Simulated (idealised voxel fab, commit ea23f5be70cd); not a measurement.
process module | voxel self aligned vias
cross-section cut | 225 nm wide | cells 5 nm
A cross-section is a grid of square cells, given in bands from the top down. A band is one or more rows of cells.
Each band's line starts with the height of the band's top and of its bottom, in nm. Then come its materials from left to right, each with its width in nm. One material with "throughout" fills the band from edge to edge. "air" is empty space.
Height 0 is the level under which the wafer as received is all one material. The lowest band goes on downwards, as in "0 down".
A width such as "30 to 40" changes by the same amount from each row of cells to the next, from the band's top row to its bottom row.
"no change" after a step means that no cell of the cross-section changed.
closed voids: empty space of 8 cells or more with no open way to the top, each as width x height at its distance from the left edge, in nm
after a step's settings: what the simulator itself notes on the step
overlay nm, on a step with a mask: how far to the right of its planned place the mask lay; to the left if negative
plan
1 op RECEIVE | material Si
2 op CONFORMAL_DEP | material SiO2 | thk nm 10
3 op CONFORMAL_DEP | material SiCN | thk nm 5
4 op DIRECTIONAL_DEP | material SiO2 | thk nm 20
5 op PATTERN | tone open | mask id LINES | material resist | width nm 30 | pitch nm 65 | thk nm 15 | overlay nm 0
6 op DIRECTIONAL_ETCH | etch materials SiO2 | depth nm 20
7 op STRIP | etch materials resist
8 op CONFORMAL_DEP | material TiN | thk nm 5
9 op FILL_DEP | material Ru | thk nm 10
10 op CMP | height nm 35
11 op SELECTIVE_ETCH | etch materials W Ru TiN | depth nm 5
12 op FILL_DEP | material SiN | thk nm 5
13 op CMP | height nm 35
14 op DIRECTIONAL_DEP | material SiO2 | thk nm 15
15 op PATTERN | tone open | mask id VIAS | material resist | width nm 40 | pitch nm 65 | thk nm 15 | overlay nm 0
16 op DIRECTIONAL_ETCH | etch materials SiO2 | depth nm 15
17 op DIRECTIONAL_ETCH | etch materials SiN | depth nm 5
18 op STRIP | etch materials resist
19 op CONFORMAL_DEP | material TiN | thk nm 5
20 op FILL_DEP | material Cu | thk nm 5
21 op CMP | height nm 50
22 op CONFORMAL_DEP | material SiCN | thk nm 5
as received, after step 1
  0 down: Si throughout
  closed voids: none
a wafer at the end: this start, this plan, one mistake
  55 to 50: SiCN throughout
  50 to 35: SiO2 30 | TiN 5 | Cu 20 | TiN 5 | SiO2 35 | TiN 5 | Cu 20 | TiN 5 | SiO2 35 | TiN 5 | Cu 20 | TiN 5 | SiO2 35
  35 to 30: SiO2 30 | TiN 30 | SiO2 35 | TiN 30 | SiO2 35 | TiN 30 | SiO2 35
  30 to 20: SiO2 30 | TiN 5 | Ru 20 | TiN 5 | SiO2 35 | TiN 5 | Ru 20 | TiN 5 | SiO2 35 | TiN 5 | Ru 20 | TiN 5 | SiO2 35
  20 to 15: SiO2 30 | TiN 30 | SiO2 35 | TiN 30 | SiO2 35 | TiN 30 | SiO2 35
  15 to 10: SiCN throughout
  10 to 0: SiO2 throughout
  0 down: Si throughout
  closed voids: none
what went wrong: step 15 ran as: op PATTERN | tone open | mask id VIAS | material resist | width nm 30 | pitch nm 65 | thk nm 15 | overlay nm 0
